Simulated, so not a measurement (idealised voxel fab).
The process module presented herein is designated voxel wiring stack.
It is cross-section cut that appears here, measuring 240 nm in width, its square cells being 5 nm in size.
We lay out every cross-section as a grid of square cells and spell it out in bands from the top down, where one band means one or more rows of cells. Band: top height; bottom height; in nm. Then, left to right: material with width in nm, for each material. "all across": a single material spanning edge to edge. "air": empty space. Height datum 0, below which the as-received substrate wafer is one material. Lowest band open at the bottom, running downward: "z 0 and below". You'd read "30..40" like this: the band's top row of cells is as wide as the first number, its bottom row is as wide as the second, and going down, every row changes width by the same amount as the row before did. "no change occurred" for a step: no cell of the cross-section changed in that step. The entry "Sealed internal cavities" lists the empty spaces that cover at least 8 cells and have no open path to the top. Each is written as width x height at distance, where the distance is measured from the left edge and all three values are in nm. Formally, on a step line, whatever follows the settings is a remark that the simulator itself makes on the step. overlay nm: mask right of planned place by this much (step with mask). Neg. = left.
These are the steps we planned for the process
1. RECEIVE,material Si
2. CONFORMAL_DEP,material SiO2,thk nm 10
3. CONFORMAL_DEP,material SiN,thk nm 5
4. DIRECTIONAL_DEP,material lowk,thk nm 15
5. MASKED_ETCH,tone open,mask id METAL_1,width nm 30,pitch nm 45,etch materials lowk,depth nm 15,overlay nm 0
6. MASKED_ETCH,tone open,mask id METAL_1,width nm 30,pitch nm 45,etch materials SiN,depth nm 5,overlay nm 0
7. CONFORMAL_DEP,material TiN,thk nm 5
8. FILL_DEP,material Cu,thk nm 5
9. CMP,height nm 30
10. CONFORMAL_DEP,material SiCN,thk nm 5
11. DIRECTIONAL_DEP,material SiO2,thk nm 10
12. PATTERN,tone open,mask id PLUG_1,material resist,width nm 15,pitch nm 45,thk nm 20,overlay nm 0
13. DIRECTIONAL_ETCH,etch materials SiO2,depth nm 10
14. DIRECTIONAL_ETCH,etch materials SiCN,depth nm 5
15. STRIP,etch materials resist
16. CONFORMAL_DEP,material TiN,thk nm 5
17. FILL_DEP,material W,thk nm 5
18. CMP,height nm 45
19. DIRECTIONAL_DEP,material TiN,thk nm 5
20. DIRECTIONAL_DEP,material W,thk nm 15
21. PATTERN,tone cover,mask id METAL_2,material resist,width nm 30,pitch nm 45,thk nm 20,overlay nm 0
22. DIRECTIONAL_ETCH,etch materials W,depth nm 15
23. DIRECTIONAL_ETCH,etch materials TiN,depth nm 5
24. STRIP,etch materials resist
25. FILL_DEP,material lowk,thk nm 10
26. CMP,height nm 65
27. CONFORMAL_DEP,material SiCN,thk nm 5
28. DIRECTIONAL_DEP,material lowk,thk nm 10
29. PATTERN,tone open,mask id PLUG_2,material resist,width nm 15,pitch nm 90,thk nm 15,overlay nm 0
30. DIRECTIONAL_ETCH,etch materials lowk,depth nm 10
31. DIRECTIONAL_ETCH,etch materials SiCN,depth nm 5
32. STRIP,etch materials resist
33. EPI,material Ru,thk nm 10
34. EPI,material Ru,thk nm 5
35. CONFORMAL_DEP,material SiCN,thk nm 5
36. DIRECTIONAL_DEP,material SiO2,thk nm 20
37. MASKED_ETCH,tone open,mask id METAL_3,width nm 30,pitch nm 45,etch materials SiO2,depth nm 20,overlay nm 0
38. MASKED_ETCH,tone open,mask id METAL_3,width nm 30,pitch nm 45,etch materials SiCN,depth nm 5,overlay nm 0
39. CONFORMAL_DEP,material TiN,thk nm 5
40. FILL_DEP,material Cu,thk nm 10
41. CMP,height nm 105
42. CONFORMAL_DEP,material SiCN,thk nm 5
43. DIRECTIONAL_DEP,material lowk,thk nm 35
44. MASKED_ETCH,tone open,mask id METAL_4,width nm 30,pitch nm 45,etch materials lowk,depth nm 20,overlay nm 0
45. MASKED_ETCH,tone open,mask id METAL_4_HOLES,width nm 15,pitch nm 45,etch materials lowk,depth nm 15,overlay nm 0
46. MASKED_ETCH,tone open,mask id METAL_4_HOLES,width nm 15,pitch nm 45,etch materials SiCN,depth nm 5,overlay nm 0
47. CONFORMAL_DEP,material TiN,thk nm 5
48. FILL_DEP,material Cu,thk nm 5
49. CMP,height nm 145
50. CONFORMAL_DEP,material SiN,thk nm 5
Incoming wafer in cross-section (state: after step 1)
* z 0 and below: Si all across
* Sealed internal cavities: none
Figure: cross-sectional view of the wafer upon completion of the module, processed from the initial state and according to the plan depicted above, with one error introduced during execution
* z 150 to 145: SiN all across
* z 145 to 125: 60 nm lowk; 5 nm TiN; 20 nm Cu; 5 nm TiN; 15 nm lowk; 5 nm TiN; 20 nm Cu; 5 nm TiN; 15 nm lowk; 5 nm TiN; 20 nm Cu; 5 nm TiN; 60 nm lowk
* z 125 to 120: 60 nm lowk; 5 nm TiN; 5 nm Cu; 20 nm TiN; 15 nm lowk; 5 nm TiN; 5 nm Cu; 20 nm TiN; 15 nm lowk; 5 nm TiN; 5 nm Cu; 20 nm TiN; 60 nm lowk
* z 120 to 110: 60 nm lowk; 5 nm TiN; 5 nm Cu; 5 nm TiN; 30 nm lowk; 5 nm TiN; 5 nm Cu; 5 nm TiN; 30 nm lowk; 5 nm TiN; 5 nm Cu; 5 nm TiN; 75 nm lowk
* z 110 to 105: 60 nm SiCN; 15 nm TiN; 30 nm SiCN; 15 nm TiN; 30 nm SiCN; 15 nm TiN; 75 nm SiCN
* z 105 to 85: 60 nm SiO2; 5 nm TiN; 20 nm Cu; 5 nm TiN; 15 nm SiO2; 5 nm TiN; 20 nm Cu; 5 nm TiN; 15 nm SiO2; 5 nm TiN; 20 nm Cu; 5 nm TiN; 60 nm SiO2
* z 85 to 80: 60 nm SiCN; 30 nm TiN; 15 nm SiCN; 30 nm TiN; 15 nm SiCN; 30 nm TiN; 60 nm SiCN
* z 80 to 70: 60 nm lowk; 15 nm Ru; 75 nm lowk; 15 nm Ru; 75 nm lowk
* z 70 to 65: 60 nm SiCN; 15 nm Ru; 75 nm SiCN; 15 nm Ru; 75 nm SiCN
* z 65 to 50: 60 nm lowk; 30 nm W; 15 nm lowk; 30 nm W; 15 nm lowk; 30 nm W; 60 nm lowk
* z 50 to 45: 60 nm lowk; 30 nm TiN; 15 nm lowk; 30 nm TiN; 15 nm lowk; 30 nm TiN; 60 nm lowk
* z 45 to 35: 60 nm SiO2; 5 nm TiN; 5 nm W; 5 nm TiN; 30 nm SiO2; 5 nm TiN; 5 nm W; 5 nm TiN; 30 nm SiO2; 5 nm TiN; 5 nm W; 5 nm TiN; 75 nm SiO2
* z 35 to 30: 60 nm SiCN; 15 nm TiN; 30 nm SiCN; 15 nm TiN; 30 nm SiCN; 15 nm TiN; 75 nm SiCN
* z 30 to 15: 60 nm lowk; 5 nm TiN; 20 nm Cu; 5 nm TiN; 15 nm lowk; 5 nm TiN; 20 nm Cu; 5 nm TiN; 15 nm lowk; 5 nm TiN; 20 nm Cu; 5 nm TiN; 60 nm lowk
* z 15 to 10: 60 nm SiN; 30 nm TiN; 15 nm SiN; 30 nm TiN; 15 nm SiN; 30 nm TiN; 60 nm SiN
* z 10 to 0: SiO2 all across
* z 0 and below: Si all across
* Sealed internal cavities: none
Misprocessing identified: contrary to plan, step 44 was performed as MASKED_ETCH,tone open,mask id METAL_4,width nm 30,pitch nm 45,etch materials lowk,depth nm 25,overlay nm 0
